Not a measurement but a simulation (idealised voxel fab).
Proc. module: voxel double patterning
Cross-section cut: width 210 nm, square cells of 5 nm.
Think of the cross-section as a grid of square cells. We describe it in bands, top to bottom, and each band covers one or more rows of those cells. Band: top and bottom heights (nm) first, top before bottom; then materials from left to right, widths in nm. "throughout" marks a sole material filling the band edge to edge. "empty" denotes empty space. Measure heights from 0. That's the level where, below it, the as-received wafer is all one material. The lowest band is bottomless and extends downward; write it as in "from 0 down". Think of "30->40" as a width that walks from the first number to the second as you go down the band, top row to bottom row, taking equal-sized steps from row to row. No cell of the cross-section changed in a step that is given as "stayed the same". Listed in "Closed void catalog": every empty space of 8 or more cells without an open way to the top. Form: width x height at distance, the distance being from the left edge, all in nm. On a step's line, text after the settings is the simulator commenting on that step. The "overlay nm" setting may appear on a step's line; for a step that uses a mask, it gives how far to the right of its planned position the mask lay, and a negative value indicates the left.

THE PROCESS STEPS THAT WERE PLANNED ARE LISTED BELOW
- 1: RECEIVE | material Si
- 2: CONFORMAL_DEP | material SiN | thk nm 10
- 3: DIRECTIONAL_DEP | material SiO2 | thk nm 10
- 4: DIRECTIONAL_DEP | material SiCN | thk nm 10
- 5: MASKED_ETCH | tone open | mask id FIRST | width nm 15 | pitch nm 50 | etch materials SiCN | depth nm 10 | overlay nm 0
- 6: MASKED_ETCH | tone open | mask id SECOND | width nm 15 | pitch nm 50 | etch materials SiCN | depth nm 10 | overlay nm 0
- 7: DIRECTIONAL_ETCH | etch materials SiO2 | depth nm 10
- 8: STRIP | etch materials SiCN

SHOWN IN CROSS-SECTION IS THE WAFER AS RECEIVED, THAT IS, AS IT STANDS AFTER STEP 1
> from 0 down  Si throughout
> Closed void catalog: none

CROSS-SECTIONAL IMAGE OF THE FIRST OF TWO WAFERS AT THE END OF THE MODULE, THE RUN HAVING PROCEEDED AS PLANNED
> from 20 to 10  45 nm SiO2 | 15 nm empty | 10 nm SiO2 | 15 nm empty | 10 nm SiO2 | 15 nm empty | 10 nm SiO2 | 15 nm empty | 10 nm SiO2 | 15 nm empty | 50 nm SiO2
> from 10 to 0  SiN throughout
> from 0 down  Si throughout
> Closed void catalog: none

END OF MODULE, SECOND WAFER, CROSS-SECTION. STARTED LIKE THE FIRST, PLANNED LIKE THE FIRST, RUN WITH ONE MISTAKE
> from 20 to 10  SiN throughout
> from 10 to 0  SiO2 throughout
> from 0 down  Si throughout
> Closed void catalog: none
It is concluded that the wafer was processed incorrectly with respect to the plan, in that ran 2 and 3 in swapped order versus the plan
Bottom line after processing is that, in cells, the second wafer is up or down on some materials versus the first: +30 SiO2
